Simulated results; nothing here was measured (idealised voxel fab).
process module | voxel ribs on slabs
cross-section cut | 260 nm wide | cells 5 nm
A cross-section is a grid of square cells, given in bands from the top down. A band is one or more rows of cells.
Each band's line starts with the height of the band's top and of its bottom, in nm. Then come its materials from left to right, each with its width in nm. One material with "throughout" fills the band from edge to edge. "air" is empty space.
Height 0 is the level under which the wafer as received is all one material. The lowest band goes on downwards, as in "0 down".
A width such as "30 to 40" changes by the same amount from each row of cells to the next, from the band's top row to its bottom row.
"no change" after a step means that no cell of the cross-section changed.
closed voids: empty space of 8 cells or more with no open way to the top, each as width x height at its distance from the left edge, in nm
after a step's settings: what the simulator itself notes on the step
overlay nm, on a step with a mask: how far to the right of its planned place the mask lay; to the left if negative
plan
1 op RECEIVE | material Si
2 op DIRECTIONAL_DEP | material SiO2 | thk nm 25
3 op DIRECTIONAL_DEP | material polySi | thk nm 25
4 op MASKED_ETCH | tone cover | mask id RIB | width nm 25 | etch materials polySi | depth nm 20 | overlay nm 0
5 op PATTERN | tone cover | mask id SLAB | material resist | width nm 65 | thk nm 20 | overlay nm 0
6 op DIRECTIONAL_ETCH | etch materials polySi | depth nm 5
7 op STRIP | etch materials resist
8 op FILL_DEP | material SiO2 | thk nm 30
9 op CMP | height nm 70
10 op DIRECTIONAL_DEP | material TiN | thk nm 5
11 op DIRECTIONAL_DEP | material aC | thk nm 15
12 op PATTERN | tone cover | mask id HEATER | material resist | width nm 25 | thk nm 35 | overlay nm 0
13 op DIRECTIONAL_ETCH | etch materials aC | depth nm 15
14 op STRIP | etch materials resist
15 op DIRECTIONAL_ETCH | etch materials TiN | depth nm 5
16 op STRIP | etch materials aC
17 op CONFORMAL_DEP | material SiO2 | thk nm 10
varied across the wafers: width nm of step 12. The plan shows the first wafer's value. All wafers start alike
first wafer as received, after step 1
  0 down: Si throughout
  closed voids: none
each wafer at the end: cells of each material gained (+) or lost (-) since it was received, then its closed voids
width nm 25 | +803 SiO2 | +5 TiN | +33 polySi | closed voids: none
width nm 30 | +803 SiO2 | +6 TiN | +33 polySi | closed voids: none
width nm 35 | +803 SiO2 | +7 TiN | +33 polySi | closed voids: none
width nm 40 | +803 SiO2 | +8 TiN | +33 polySi | closed voids: none
width nm 45 | +803 SiO2 | +9 TiN | +33 polySi | closed voids: none
width nm 50 | +803 SiO2 | +10 TiN | +33 polySi | closed voids: none
